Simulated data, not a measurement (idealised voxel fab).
Process module under the name voxel transistor to metal
The cross-section on display is named cut; it measures 175 nm wide, and its cells are 5 nm squares.
When this document writes out a cross-section, it uses a grid of square cells and lists it as bands, beginning at the top and moving down, with a band standing for one or more rows of cells.
Basically the band line says how high the top is and how high the bottom is, in nm, and then what's in it from left to right, every material with its width in nm. Empty space shows up as "blank", and if a single material carries "throughout" it runs the full band edge to edge.
Height 0 is the level under which the wafer as received is all one material. The lowest band goes on downwards, as in "0 and below".
Quick explanation for "30..40": the width changes in equal steps down the rows of cells, from the first number in the band's top row to the second number in its bottom row.
"no change occurred", as given for a step, is the statement that not any cell of the cross-section underwent a change during that step.
"Enclosed void inventory" specifies each empty space that is not open to the top and that occupies no fewer than 8 cells, using the form width x height at distance, the distance measured from the left edge and all three quantities in nm.
Formally, on a step line, whatever follows the settings is a remark that the simulator itself makes on the step.
Each step line may optionally specify "overlay nm", which for a step with a mask gives the rightward distance between the mask's planned place and where it lay, a negative value indicating the leftward direction.
## Steps in the process plan
1: RECEIVE, material Si
2: OXIDIZE, depth nm 5
3: CONFORMAL_DEP, material SiN, thk nm 15
4: MASKED_ETCH, tone cover, mask id ACTIVE, width nm 105, etch materials SiN, depth nm 15, overlay nm 0
5: MASKED_ETCH, tone cover, mask id ACTIVE, width nm 105, etch materials SiO2, depth nm 5, overlay nm 0
6: MASKED_ETCH, tone cover, mask id ACTIVE, width nm 105, etch materials Si, depth nm 25, overlay nm 0
7: OXIDIZE, depth nm 5
8: FILL_DEP, material SiO2, thk nm 5
9: CMP, height nm 15
10: SELECTIVE_ETCH, etch materials SiO2, depth nm 15
11: STRIP, etch materials SiN
12: SELECTIVE_ETCH, etch materials SiO2, depth nm 5
13: OXIDIZE, depth nm 5
14: DIRECTIONAL_DEP, material polySi, thk nm 20
15: DIRECTIONAL_DEP, material SiCN, thk nm 10
16: DIRECTIONAL_DEP, material aC, thk nm 15
17: PATTERN, tone cover, mask id GATE, material resist, width nm 35, thk nm 35, overlay nm 0
18: DIRECTIONAL_ETCH, etch materials aC, depth nm 15
19: STRIP, etch materials resist
20: DIRECTIONAL_ETCH, etch materials SiCN, depth nm 20
21: DIRECTIONAL_ETCH, etch materials polySi, depth nm 30
22: STRIP, etch materials aC
23: CONFORMAL_DEP, material SiN, thk nm 5
24: DIRECTIONAL_ETCH, etch materials SiN, depth nm 5
25: DIRECTIONAL_ETCH, etch materials SiO2, depth nm 5
26: DIRECTIONAL_ETCH, etch materials Si, depth nm 10
27: EPI, material SiGe, thk nm 15
28: FILL_DEP, material SiO2, thk nm 5
29: CMP, height nm 15
30: STRIP, etch materials polySi
31: SELECTIVE_ETCH, etch materials SiO2, depth nm 5
32: CONFORMAL_DEP, material HfO2, thk nm 5
33: CONFORMAL_DEP, material TiN, thk nm 5
34: FILL_DEP, material W, thk nm 5
35: CMP, height nm 10
36: DIRECTIONAL_DEP, material SiO2, thk nm 15
37: MASKED_ETCH, tone open, mask id CONTACT, width nm 15, pitch nm 80, etch materials SiO2, depth nm 30, overlay nm 0
38: CONFORMAL_DEP, material TiN, thk nm 5
39: FILL_DEP, material W, thk nm 5
40: CMP, height nm 25
41: DIRECTIONAL_DEP, material TiN, thk nm 5
42: DIRECTIONAL_DEP, material W, thk nm 15
43: MASKED_ETCH, tone cover, mask id METAL_1, width nm 15, pitch nm 80, etch materials W, depth nm 15, overlay nm 0
44: MASKED_ETCH, tone cover, mask id METAL_1, width nm 15, pitch nm 80, etch materials TiN, depth nm 5, overlay nm 0
45: CONFORMAL_DEP, material SiCN, thk nm 5
46: FILL_DEP, material lowk, thk nm 5
47: CMP, height nm 45
48: CONFORMAL_DEP, material SiCN, thk nm 5
49: DIRECTIONAL_DEP, material SiO2, thk nm 30
50: PATTERN, tone open, mask id METAL_2, material resist, width nm 15, pitch nm 80, thk nm 15, overlay nm 0
51: DIRECTIONAL_ETCH, etch materials SiO2, depth nm 15
52: STRIP, etch materials resist
53: DIRECTIONAL_DEP, material aC, thk nm 10
54: PATTERN, tone open, mask id METAL_2_HOLES, material resist, width nm 15, pitch nm 80, thk nm 30, overlay nm 0
55: DIRECTIONAL_ETCH, etch materials aC, depth nm 10
56: STRIP, etch materials resist
57: DIRECTIONAL_ETCH, etch materials SiO2, depth nm 15
58: DIRECTIONAL_ETCH, etch materials SiCN, depth nm 5
59: STRIP, etch materials aC
60: CONFORMAL_DEP, material TiN, thk nm 5
61: FILL_DEP, material Cu, thk nm 10
62: CMP, height nm 80
63: CONFORMAL_DEP, material SiCN, thk nm 5
## Account of the first of two wafers, which was processed as intended
## Cross-section of the wafer as it came to us, i.e., already through step 1
- 0 and below = Si throughout
- Enclosed void inventory: none
## Take a look at the wafer's cross-section after step 2
- 0 down to -5 = SiO2 throughout
- Below -5, the layers are the same as they were.
## Take a look at the wafer's cross-section after step 3
- 15 down to 0 = SiN throughout
- Below 0, the layers are the same as they were.
## Take a look at the wafer's cross-section after step 4
- 15 down to 0 = blank 35 nm  SiN 105 nm  blank 35 nm
- Below 0, the layers are the same as they were.
## Take a look at the wafer's cross-section after step 5
- 15 down to 0 = blank 35 nm  SiN 105 nm  blank 35 nm
- 0 down to -5 = blank 35 nm  SiO2 105 nm  blank 35 nm
- Below -5, the layers are the same as they were.
## Take a look at the wafer's cross-section after step 6
- 15 down to 0 = blank 35 nm  SiN 105 nm  blank 35 nm
- 0 down to -5 = blank 35 nm  SiO2 105 nm  blank 35 nm
- -5 down to -30 = blank 35 nm  Si 105 nm  blank 35 nm
- Below -30, the layers are the same as they were.
## Take a look at the wafer's cross-section after step 7
- 15 down to 0 = blank 35 nm  SiN 105 nm  blank 35 nm
- 0 down to -5 = blank 35 nm  SiO2 105 nm  blank 35 nm
- -5 down to -30 = blank 35 nm  SiO2 5 nm  Si 95 nm  SiO2 5 nm  blank 35 nm
- -30 down to -35 = SiO2 40 nm  Si 95 nm  SiO2 40 nm
- Below -35, the layers are the same as they were.
## Take a look at the wafer's cross-section after step 8
- 20 down to 15 = SiO2 throughout
- 15 down to 0 = SiO2 35 nm  SiN 105 nm  SiO2 35 nm
- 0 down to -5 = SiO2 throughout
- -5 down to -35 = SiO2 40 nm  Si 95 nm  SiO2 40 nm
- Below -35, the layers are the same as they were.
## Take a look at the wafer's cross-section after step 9
- 15 down to 0 = SiO2 35 nm  SiN 105 nm  SiO2 35 nm
- Below 0, the layers are the same as they were.
## Take a look at the wafer's cross-section after step 10
- 15 down to 0 = blank 35 nm  SiN 105 nm  blank 35 nm
- Below 0, the layers are the same as they were.
## Take a look at the wafer's cross-section after step 11
- 0 down to -5 = SiO2 throughout
- Below -5, the layers are the same as they were.
## Take a look at the wafer's cross-section after step 12
- -5 down to -35 = SiO2 40 nm  Si 95 nm  SiO2 40 nm
- Below -35, the layers are the same as they were.
## Take a look at the wafer's cross-section after step 13
- -5 down to -10 = SiO2 throughout
- Below -10, the layers are the same as they were.
## Take a look at the wafer's cross-section after step 14
- 15 down to -5 = polySi throughout
- Below -5, the layers are the same as they were.
## Take a look at the wafer's cross-section after step 15
- 25 down to 15 = SiCN throughout
- Below 15, the layers are the same as they were.
## Take a look at the wafer's cross-section after step 16
- 40 down to 25 = aC throughout
- Below 25, the layers are the same as they were.
## Take a look at the wafer's cross-section after step 17
- 75 down to 40 = blank 70 nm  resist 35 nm  blank 70 nm
- Below 40, the layers are the same as they were.
## Take a look at the wafer's cross-section after step 18
- 60 down to 40 = blank 70 nm  resist 35 nm  blank 70 nm
- 40 down to 25 = blank 70 nm  aC 35 nm  blank 70 nm
- Below 25, the layers are the same as they were.
## Take a look at the wafer's cross-section after step 19
- 40 down to 25 = blank 70 nm  aC 35 nm  blank 70 nm
- Below 25, the layers are the same as they were.
## Take a look at the wafer's cross-section after step 20
- 40 down to 25 = blank 70 nm  aC 35 nm  blank 70 nm
- 25 down to 15 = blank 70 nm  SiCN 35 nm  blank 70 nm
- Below 15, the layers are the same as they were.
## Take a look at the wafer's cross-section after step 21
- 40 down to 25 = blank 70 nm  aC 35 nm  blank 70 nm
- 25 down to 15 = blank 70 nm  SiCN 35 nm  blank 70 nm
- 15 down to -5 = blank 70 nm  polySi 35 nm  blank 70 nm
- Below -5, the layers are the same as they were.
## Take a look at the wafer's cross-section after step 22
- 25 down to 15 = blank 70 nm  SiCN 35 nm  blank 70 nm
- Below 15, the layers are the same as they were.
## Take a look at the wafer's cross-section after step 23
- 30 down to 25 = blank 65 nm  SiN 45 nm  blank 65 nm
- 25 down to 15 = blank 65 nm  SiN 5 nm  SiCN 35 nm  SiN 5 nm  blank 65 nm
- 15 down to 0 = blank 65 nm  SiN 5 nm  polySi 35 nm  SiN 5 nm  blank 65 nm
- 0 down to -5 = SiN 70 nm  polySi 35 nm  SiN 70 nm
- Below -5, the layers are the same as they were.
## Take a look at the wafer's cross-section after step 24
- 25 down to 15 = blank 65 nm  SiN 5 nm  SiCN 35 nm  SiN 5 nm  blank 65 nm
- 15 down to -5 = blank 65 nm  SiN 5 nm  polySi 35 nm  SiN 5 nm  blank 65 nm
- Below -5, the layers are the same as they were.
## Take a look at the wafer's cross-section after step 25
- 25 down to 15 = blank 65 nm  SiN 5 nm  SiCN 35 nm  SiN 5 nm  blank 65 nm
- 15 down to -5 = blank 65 nm  SiN 5 nm  polySi 35 nm  SiN 5 nm  blank 65 nm
- -5 down to -10 = blank 65 nm  SiO2 45 nm  blank 65 nm
- Below -10, the layers are the same as they were.
## Take a look at the wafer's cross-section after step 26
- 25 down to 15 = blank 65 nm  SiN 5 nm  SiCN 35 nm  SiN 5 nm  blank 65 nm
- 15 down to -5 = blank 65 nm  SiN 5 nm  polySi 35 nm  SiN 5 nm  blank 65 nm
- -5 down to -10 = blank 65 nm  SiO2 45 nm  blank 65 nm
- -10 down to -20 = SiO2 40 nm  blank 25 nm  Si 45 nm  blank 25 nm  SiO2 40 nm
- Below -20, the layers are the same as they were.
## Take a look at the wafer's cross-section after step 27
- 25 down to 15 = blank 65 nm  SiN 5 nm  SiCN 35 nm  SiN 5 nm  blank 65 nm
- 15 down to 5 = blank 65 nm  SiN 5 nm  polySi 35 nm  SiN 5 nm  blank 65 nm
- 5 down to -5 = blank 50 nm  SiGe 15 nm  SiN 5 nm  polySi 35 nm  SiN 5 nm  SiGe 15 nm  blank 50 nm
- -5 down to -10 = blank 35 nm  SiGe 30 nm  SiO2 45 nm  SiGe 30 nm  blank 35 nm
- -10 down to -20 = SiO2 40 nm  SiGe 25 nm  Si 45 nm  SiGe 25 nm  SiO2 40 nm
- Below -20, the layers are the same as they were.
## Take a look at the wafer's cross-section after step 28
- 30 down to 25 = SiO2 throughout
- 25 down to 15 = SiO2 65 nm  SiN 5 nm  SiCN 35 nm  SiN 5 nm  SiO2 65 nm
- 15 down to 5 = SiO2 65 nm  SiN 5 nm  polySi 35 nm  SiN 5 nm  SiO2 65 nm
- 5 down to -5 = SiO2 50 nm  SiGe 15 nm  SiN 5 nm  polySi 35 nm  SiN 5 nm  SiGe 15 nm  SiO2 50 nm
- -5 down to -10 = SiO2 35 nm  SiGe 30 nm  SiO2 45 nm  SiGe 30 nm  SiO2 35 nm
- Below -10, the layers are the same as they were.
## Take a look at the wafer's cross-section after step 29
- 15 down to 5 = SiO2 65 nm  SiN 5 nm  polySi 35 nm  SiN 5 nm  SiO2 65 nm
- Below 5, the layers are the same as they were.
## Take a look at the wafer's cross-section after step 30
- 15 down to 5 = SiO2 65 nm  SiN 5 nm  blank 35 nm  SiN 5 nm  SiO2 65 nm
- 5 down to -5 = SiO2 50 nm  SiGe 15 nm  SiN 5 nm  blank 35 nm  SiN 5 nm  SiGe 15 nm  SiO2 50 nm
- Below -5, the layers are the same as they were.
## Take a look at the wafer's cross-section after step 31
- 15 down to 10 = blank 65 nm  SiN 5 nm  blank 35 nm  SiN 5 nm  blank 65 nm
- 10 down to 5 = SiO2 65 nm  SiN 5 nm  blank 35 nm  SiN 5 nm  SiO2 65 nm
- 5 down to -5 = SiO2 50 nm  SiGe 15 nm  SiN 5 nm  blank 35 nm  SiN 5 nm  SiGe 15 nm  SiO2 50 nm
- -5 down to -10 = SiO2 35 nm  SiGe 30 nm  blank 45 nm  SiGe 30 nm  SiO2 35 nm
- Below -10, the layers are the same as they were.
## Take a look at the wafer's cross-section after step 32
- 20 down to 15 = blank 60 nm  HfO2 15 nm  blank 25 nm  HfO2 15 nm  blank 60 nm
- 15 down to 10 = HfO2 65 nm  SiN 5 nm  HfO2 5 nm  blank 25 nm  HfO2 5 nm  SiN 5 nm  HfO2 65 nm
- 10 down to 5 = SiO2 65 nm  SiN 5 nm  HfO2 5 nm  blank 25 nm  HfO2 5 nm  SiN 5 nm  SiO2 65 nm
- 5 down to -5 = SiO2 50 nm  SiGe 15 nm  SiN 5 nm  HfO2 5 nm  blank 25 nm  HfO2 5 nm  SiN 5 nm  SiGe 15 nm  SiO2 50 nm
- -5 down to -10 = SiO2 35 nm  SiGe 30 nm  HfO2 45 nm  SiGe 30 nm  SiO2 35 nm
- Below -10, the layers are the same as they were.
## Take a look at the wafer's cross-section after step 33
- 25 down to 20 = blank 55 nm  TiN 25 nm  blank 15 nm  TiN 25 nm  blank 55 nm
- 20 down to 15 = TiN 60 nm  HfO2 15 nm  TiN 5 nm  blank 15 nm  TiN 5 nm  HfO2 15 nm  TiN 60 nm
- 15 down to 10 = HfO2 65 nm  SiN 5 nm  HfO2 5 nm  TiN 5 nm  blank 15 nm  TiN 5 nm  HfO2 5 nm  SiN 5 nm  HfO2 65 nm
- 10 down to 5 = SiO2 65 nm  SiN 5 nm  HfO2 5 nm  TiN 5 nm  blank 15 nm  TiN 5 nm  HfO2 5 nm  SiN 5 nm  SiO2 65 nm
- 5 down to 0 = SiO2 50 nm  SiGe 15 nm  SiN 5 nm  HfO2 5 nm  TiN 5 nm  blank 15 nm  TiN 5 nm  HfO2 5 nm  SiN 5 nm  SiGe 15 nm  SiO2 50 nm
- 0 down to -5 = SiO2 50 nm  SiGe 15 nm  SiN 5 nm  HfO2 5 nm  TiN 25 nm  HfO2 5 nm  SiN 5 nm  SiGe 15 nm  SiO2 50 nm
- Below -5, the layers are the same as they were.
## Take a look at the wafer's cross-section after step 34
- 30 down to 25 = W throughout
- 25 down to 20 = W 55 nm  TiN 25 nm  W 15 nm  TiN 25 nm  W 55 nm
- 20 down to 15 = TiN 60 nm  HfO2 15 nm  TiN 5 nm  W 15 nm  TiN 5 nm  HfO2 15 nm  TiN 60 nm
- 15 down to 10 = HfO2 65 nm  SiN 5 nm  HfO2 5 nm  TiN 5 nm  W 15 nm  TiN 5 nm  HfO2 5 nm  SiN 5 nm  HfO2 65 nm
- 10 down to 5 = SiO2 65 nm  SiN 5 nm  HfO2 5 nm  TiN 5 nm  W 15 nm  TiN 5 nm  HfO2 5 nm  SiN 5 nm  SiO2 65 nm
- 5 down to 0 = SiO2 50 nm  SiGe 15 nm  SiN 5 nm  HfO2 5 nm  TiN 5 nm  W 15 nm  TiN 5 nm  HfO2 5 nm  SiN 5 nm  SiGe 15 nm  SiO2 50 nm
- Below 0, the layers are the same as they were.
## Take a look at the wafer's cross-section after step 35
- 10 down to 5 = SiO2 65 nm  SiN 5 nm  HfO2 5 nm  TiN 5 nm  W 15 nm  TiN 5 nm  HfO2 5 nm  SiN 5 nm  SiO2 65 nm
- Below 5, the layers are the same as they were.
## Take a look at the wafer's cross-section after step 36
- 25 down to 10 = SiO2 throughout
- Below 10, the layers are the same as they were.
## Take a look at the wafer's cross-section after step 37
- 25 down to 10 = SiO2 40 nm  blank 15 nm  SiO2 65 nm  blank 15 nm  SiO2 40 nm
- 10 down to 5 = SiO2 40 nm  blank 15 nm  SiO2 10 nm  SiN 5 nm  HfO2 5 nm  TiN 5 nm  W 15 nm  TiN 5 nm  HfO2 5 nm  SiN 5 nm  SiO2 10 nm  blank 15 nm  SiO2 40 nm
- 5 down to 0 = SiO2 40 nm  blank 10 nm  SiGe 15 nm  SiN 5 nm  HfO2 5 nm  TiN 5 nm  W 15 nm  TiN 5 nm  HfO2 5 nm  SiN 5 nm  SiGe 15 nm  blank 10 nm  SiO2 40 nm
- 0 down to -5 = SiO2 40 nm  blank 10 nm  SiGe 15 nm  SiN 5 nm  HfO2 5 nm  TiN 25 nm  HfO2 5 nm  SiN 5 nm  SiGe 15 nm  blank 10 nm  SiO2 40 nm
- Below -5, the layers are the same as they were.
## Take a look at the wafer's cross-section after step 38
- 30 down to 25 = TiN 45 nm  blank 5 nm  TiN 75 nm  blank 5 nm  TiN 45 nm
- 25 down to 10 = SiO2 40 nm  TiN 5 nm  blank 5 nm  TiN 5 nm  SiO2 65 nm  TiN 5 nm  blank 5 nm  TiN 5 nm  SiO2 40 nm
- 10 down to 5 = SiO2 40 nm  TiN 15 nm  SiO2 10 nm  SiN 5 nm  HfO2 5 nm  TiN 5 nm  W 15 nm  TiN 5 nm  HfO2 5 nm  SiN 5 nm  SiO2 10 nm  TiN 15 nm  SiO2 40 nm
- 5 down to 0 = SiO2 40 nm  TiN 10 nm  SiGe 15 nm  SiN 5 nm  HfO2 5 nm  TiN 5 nm  W 15 nm  TiN 5 nm  HfO2 5 nm  SiN 5 nm  SiGe 15 nm  TiN 10 nm  SiO2 40 nm
- 0 down to -5 = SiO2 40 nm  TiN 10 nm  SiGe 15 nm  SiN 5 nm  HfO2 5 nm  TiN 25 nm  HfO2 5 nm  SiN 5 nm  SiGe 15 nm  TiN 10 nm  SiO2 40 nm
- Below -5, the layers are the same as they were.
## Take a look at the wafer's cross-section after step 39
- 35 down to 30 = W throughout
- 30 down to 25 = TiN 45 nm  W 5 nm  TiN 75 nm  W 5 nm  TiN 45 nm
- 25 down to 10 = SiO2 40 nm  TiN 5 nm  W 5 nm  TiN 5 nm  SiO2 65 nm  TiN 5 nm  W 5 nm  TiN 5 nm  SiO2 40 nm
- Below 10, the layers are the same as they were.
## Take a look at the wafer's cross-section after step 40
- 25 down to 10 = SiO2 40 nm  TiN 5 nm  W 5 nm  TiN 5 nm  SiO2 65 nm  TiN 5 nm  W 5 nm  TiN 5 nm  SiO2 40 nm
- Below 10, the layers are the same as they were.
## Take a look at the wafer's cross-section after step 41
- 30 down to 25 = TiN throughout
- Below 25, the layers are the same as they were.
## Take a look at the wafer's cross-section after step 42
- 45 down to 30 = W throughout
- Below 30, the layers are the same as they were.
## Take a look at the wafer's cross-section after step 43
- 45 down to 30 = blank 40 nm  W 15 nm  blank 65 nm  W 15 nm  blank 40 nm
- Below 30, the layers are the same as they were.
## Take a look at the wafer's cross-section after step 44
- 45 down to 30 = blank 40 nm  W 15 nm  blank 65 nm  W 15 nm  blank 40 nm
- 30 down to 25 = blank 40 nm  TiN 15 nm  blank 65 nm  TiN 15 nm  blank 40 nm
- Below 25, the layers are the same as they were.
## Take a look at the wafer's cross-section after step 45
- 50 down to 45 = blank 35 nm  SiCN 25 nm  blank 55 nm  SiCN 25 nm  blank 35 nm
- 45 down to 30 = blank 35 nm  SiCN 5 nm  W 15 nm  SiCN 5 nm  blank 55 nm  SiCN 5 nm  W 15 nm  SiCN 5 nm  blank 35 nm
- 30 down to 25 = SiCN 40 nm  TiN 15 nm  SiCN 65 nm  TiN 15 nm  SiCN 40 nm
- Below 25, the layers are the same as they were.
## Take a look at the wafer's cross-section after step 46
- 55 down to 50 = lowk throughout
- 50 down to 45 = lowk 35 nm  SiCN 25 nm  lowk 55 nm  SiCN 25 nm  lowk 35 nm
- 45 down to 30 = lowk 35 nm  SiCN 5 nm  W 15 nm  SiCN 5 nm  lowk 55 nm  SiCN 5 nm  W 15 nm  SiCN 5 nm  lowk 35 nm
- Below 30, the layers are the same as they were.
## Take a look at the wafer's cross-section after step 47
- 45 down to 30 = lowk 35 nm  SiCN 5 nm  W 15 nm  SiCN 5 nm  lowk 55 nm  SiCN 5 nm  W 15 nm  SiCN 5 nm  lowk 35 nm
- Below 30, the layers are the same as they were.
## Take a look at the wafer's cross-section after step 48
- 50 down to 45 = SiCN throughout
- Below 45, the layers are the same as they were.
## Take a look at the wafer's cross-section after step 49
- 80 down to 50 = SiO2 throughout
- Below 50, the layers are the same as they were.
## Take a look at the wafer's cross-section after step 50
- 95 down to 80 = resist 40 nm  blank 15 nm  resist 65 nm  blank 15 nm  resist 40 nm
- Below 80, the layers are the same as they were.
## Take a look at the wafer's cross-section after step 51
- 95 down to 80 = resist 40 nm  blank 15 nm  resist 65 nm  blank 15 nm  resist 40 nm
- 80 down to 65 = SiO2 40 nm  blank 15 nm  SiO2 65 nm  blank 15 nm  SiO2 40 nm
- Below 65, the layers are the same as they were.
## Take a look at the wafer's cross-section after step 52
- 80 down to 65 = SiO2 40 nm  blank 15 nm  SiO2 65 nm  blank 15 nm  SiO2 40 nm
- Below 65, the layers are the same as they were.
## Take a look at the wafer's cross-section after step 53
- 90 down to 80 = aC 40 nm  blank 15 nm  aC 65 nm  blank 15 nm  aC 40 nm
- 80 down to 75 = SiO2 40 nm  blank 15 nm  SiO2 65 nm  blank 15 nm  SiO2 40 nm
- 75 down to 65 = SiO2 40 nm  aC 15 nm  SiO2 65 nm  aC 15 nm  SiO2 40 nm
- Below 65, the layers are the same as they were.
## Take a look at the wafer's cross-section after step 54
- 120 down to 90 = resist 40 nm  blank 15 nm  resist 65 nm  blank 15 nm  resist 40 nm
- Below 90, the layers are the same as they were.
## Take a look at the wafer's cross-section after step 55
- 110 down to 90 = resist 40 nm  blank 15 nm  resist 65 nm  blank 15 nm  resist 40 nm
- 90 down to 80 = aC 40 nm  blank 15 nm  aC 65 nm  blank 15 nm  aC 40 nm
- 80 down to 65 = SiO2 40 nm  blank 15 nm  SiO2 65 nm  blank 15 nm  SiO2 40 nm
- Below 65, the layers are the same as they were.
## Take a look at the wafer's cross-section after step 56
- 90 down to 80 = aC 40 nm  blank 15 nm  aC 65 nm  blank 15 nm  aC 40 nm
- Below 80, the layers are the same as they were.
## Take a look at the wafer's cross-section after step 57
- 90 down to 80 = aC 40 nm  blank 15 nm  aC 65 nm  blank 15 nm  aC 40 nm
- 80 down to 50 = SiO2 40 nm  blank 15 nm  SiO2 65 nm  blank 15 nm  SiO2 40 nm
- Below 50, the layers are the same as they were.
## Take a look at the wafer's cross-section after step 58
- 90 down to 80 = aC 40 nm  blank 15 nm  aC 65 nm  blank 15 nm  aC 40 nm
- 80 down to 50 = SiO2 40 nm  blank 15 nm  SiO2 65 nm  blank 15 nm  SiO2 40 nm
- 50 down to 45 = SiCN 40 nm  blank 15 nm  SiCN 65 nm  blank 15 nm  SiCN 40 nm
- Below 45, the layers are the same as they were.
## Take a look at the wafer's cross-section after step 59
- 80 down to 50 = SiO2 40 nm  blank 15 nm  SiO2 65 nm  blank 15 nm  SiO2 40 nm
- Below 50, the layers are the same as they were.
## Take a look at the wafer's cross-section after step 60
- 85 down to 80 = TiN 45 nm  blank 5 nm  TiN 75 nm  blank 5 nm  TiN 45 nm
- 80 down to 50 = SiO2 40 nm  TiN 5 nm  blank 5 nm  TiN 5 nm  SiO2 65 nm  TiN 5 nm  blank 5 nm  TiN 5 nm  SiO2 40 nm
- 50 down to 45 = SiCN 40 nm  TiN 15 nm  SiCN 65 nm  TiN 15 nm  SiCN 40 nm
- Below 45, the layers are the same as they were.
## Take a look at the wafer's cross-section after step 61
- 95 down to 85 = Cu throughout
- 85 down to 80 = TiN 45 nm  Cu 5 nm  TiN 75 nm  Cu 5 nm  TiN 45 nm
- 80 down to 50 = SiO2 40 nm  TiN 5 nm  Cu 5 nm  TiN 5 nm  SiO2 65 nm  TiN 5 nm  Cu 5 nm  TiN 5 nm  SiO2 40 nm
- Below 50, the layers are the same as they were.
## Take a look at the wafer's cross-section after step 62
- 80 down to 50 = SiO2 40 nm  TiN 5 nm  Cu 5 nm  TiN 5 nm  SiO2 65 nm  TiN 5 nm  Cu 5 nm  TiN 5 nm  SiO2 40 nm
- Below 50, the layers are the same as they were.
## Take a look at the wafer's cross-section after step 63
- 85 down to 80 = SiCN throughout
- Below 80, the layers are the same as they were.
## Second wafer, same starting state and plan as the first, one mistake in the run, identical through step 42
## The second wafer in cross-section, at the planned close of step 43
- 45 down to 30 = blank 35 nm  W 25 nm  blank 55 nm  W 25 nm  blank 35 nm
- Below 30, the layers are the same as they were.
## The second wafer in cross-section, at the planned close of step 44
- 45 down to 30 = blank 35 nm  W 25 nm  blank 55 nm  W 25 nm  blank 35 nm
- 30 down to 25 = blank 35 nm  TiN 25 nm  blank 55 nm  TiN 25 nm  blank 35 nm
- Below 25, the layers are the same as they were.
## The second wafer in cross-section, at the planned close of step 45
- 50 down to 45 = blank 30 nm  SiCN 35 nm  blank 45 nm  SiCN 35 nm  blank 30 nm
- 45 down to 30 = blank 30 nm  SiCN 5 nm  W 25 nm  SiCN 5 nm  blank 45 nm  SiCN 5 nm  W 25 nm  SiCN 5 nm  blank 30 nm
- 30 down to 25 = SiCN 35 nm  TiN 25 nm  SiCN 55 nm  TiN 25 nm  SiCN 35 nm
- Below 25, the layers are the same as they were.
## The second wafer in cross-section, at the planned close of step 46
- 55 down to 50 = lowk throughout
- 50 down to 45 = lowk 30 nm  SiCN 35 nm  lowk 45 nm  SiCN 35 nm  lowk 30 nm
- 45 down to 30 = lowk 30 nm  SiCN 5 nm  W 25 nm  SiCN 5 nm  lowk 45 nm  SiCN 5 nm  W 25 nm  SiCN 5 nm  lowk 30 nm
- Below 30, the layers are the same as they were.
## The second wafer in cross-section, at the planned close of step 47
- 45 down to 30 = lowk 30 nm  SiCN 5 nm  W 25 nm  SiCN 5 nm  lowk 45 nm  SiCN 5 nm  W 25 nm  SiCN 5 nm  lowk 30 nm
- Below 30, the layers are the same as they were.
## The second wafer in cross-section, at the planned close of step 48
- 50 down to 45 = SiCN throughout
- Below 45, the layers are the same as they were.
## The second wafer in cross-section, at the planned close of step 49
- 80 down to 50 = SiO2 throughout
- Below 50, the layers are the same as they were.
## The second wafer in cross-section, at the planned close of step 50
- 95 down to 80 = resist 40 nm  blank 15 nm  resist 65 nm  blank 15 nm  resist 40 nm
- Below 80, the layers are the same as they were.
## The second wafer in cross-section, at the planned close of step 51
- 95 down to 80 = resist 40 nm  blank 15 nm  resist 65 nm  blank 15 nm  resist 40 nm
- 80 down to 65 = SiO2 40 nm  blank 15 nm  SiO2 65 nm  blank 15 nm  SiO2 40 nm
- Below 65, the layers are the same as they were.
## The second wafer in cross-section, at the planned close of step 52
- 80 down to 65 = SiO2 40 nm  blank 15 nm  SiO2 65 nm  blank 15 nm  SiO2 40 nm
- Below 65, the layers are the same as they were.
## The second wafer in cross-section, at the planned close of step 53
- 90 down to 80 = aC 40 nm  blank 15 nm  aC 65 nm  blank 15 nm  aC 40 nm
- 80 down to 75 = SiO2 40 nm  blank 15 nm  SiO2 65 nm  blank 15 nm  SiO2 40 nm
- 75 down to 65 = SiO2 40 nm  aC 15 nm  SiO2 65 nm  aC 15 nm  SiO2 40 nm
- Below 65, the layers are the same as they were.
## The second wafer in cross-section, at the planned close of step 54
- 120 down to 90 = resist 40 nm  blank 15 nm  resist 65 nm  blank 15 nm  resist 40 nm
- Below 90, the layers are the same as they were.
## The second wafer in cross-section, at the planned close of step 55
- 110 down to 90 = resist 40 nm  blank 15 nm  resist 65 nm  blank 15 nm  resist 40 nm
- 90 down to 80 = aC 40 nm  blank 15 nm  aC 65 nm  blank 15 nm  aC 40 nm
- 80 down to 65 = SiO2 40 nm  blank 15 nm  SiO2 65 nm  blank 15 nm  SiO2 40 nm
- Below 65, the layers are the same as they were.
## The second wafer in cross-section, at the planned close of step 56
- 90 down to 80 = aC 40 nm  blank 15 nm  aC 65 nm  blank 15 nm  aC 40 nm
- Below 80, the layers are the same as they were.
## The second wafer in cross-section, at the planned close of step 57
- 90 down to 80 = aC 40 nm  blank 15 nm  aC 65 nm  blank 15 nm  aC 40 nm
- 80 down to 50 = SiO2 40 nm  blank 15 nm  SiO2 65 nm  blank 15 nm  SiO2 40 nm
- Below 50, the layers are the same as they were.
## The second wafer in cross-section, at the planned close of step 58
- 90 down to 80 = aC 40 nm  blank 15 nm  aC 65 nm  blank 15 nm  aC 40 nm
- 80 down to 50 = SiO2 40 nm  blank 15 nm  SiO2 65 nm  blank 15 nm  SiO2 40 nm
- 50 down to 45 = SiCN 40 nm  blank 15 nm  SiCN 65 nm  blank 15 nm  SiCN 40 nm
- Below 45, the layers are the same as they were.
## The second wafer in cross-section, at the planned close of step 59
- 80 down to 50 = SiO2 40 nm  blank 15 nm  SiO2 65 nm  blank 15 nm  SiO2 40 nm
- Below 50, the layers are the same as they were.
## The second wafer in cross-section, at the planned close of step 60
- 85 down to 80 = TiN 45 nm  blank 5 nm  TiN 75 nm  blank 5 nm  TiN 45 nm
- 80 down to 50 = SiO2 40 nm  TiN 5 nm  blank 5 nm  TiN 5 nm  SiO2 65 nm  TiN 5 nm  blank 5 nm  TiN 5 nm  SiO2 40 nm
- 50 down to 45 = SiCN 40 nm  TiN 15 nm  SiCN 65 nm  TiN 15 nm  SiCN 40 nm
- Below 45, the layers are the same as they were.
## The second wafer in cross-section, at the planned close of step 61
- 95 down to 85 = Cu throughout
- 85 down to 80 = TiN 45 nm  Cu 5 nm  TiN 75 nm  Cu 5 nm  TiN 45 nm
- 80 down to 50 = SiO2 40 nm  TiN 5 nm  Cu 5 nm  TiN 5 nm  SiO2 65 nm  TiN 5 nm  Cu 5 nm  TiN 5 nm  SiO2 40 nm
- Below 50, the layers are the same as they were.
## The second wafer in cross-section, at the planned close of step 62
- 80 down to 50 = SiO2 40 nm  TiN 5 nm  Cu 5 nm  TiN 5 nm  SiO2 65 nm  TiN 5 nm  Cu 5 nm  TiN 5 nm  SiO2 40 nm
- Below 50, the layers are the same as they were.
## The second wafer in cross-section, at the planned close of step 63
- 85 down to 80 = SiCN throughout
- Below 80, the layers are the same as they were.
Heads up, the wafer didn't run the way we planned it: step 43 ran differently from the plan; actual operation with settings: MASKED_ETCH, tone cover, mask id METAL_1, width nm 25, pitch nm 80, etch materials W, depth nm 15, overlay nm 0
Count the cells at the end and the second wafer has more or fewer of some materials than the first: -4 SiCN, +4 TiN, +12 W, -12 lowk
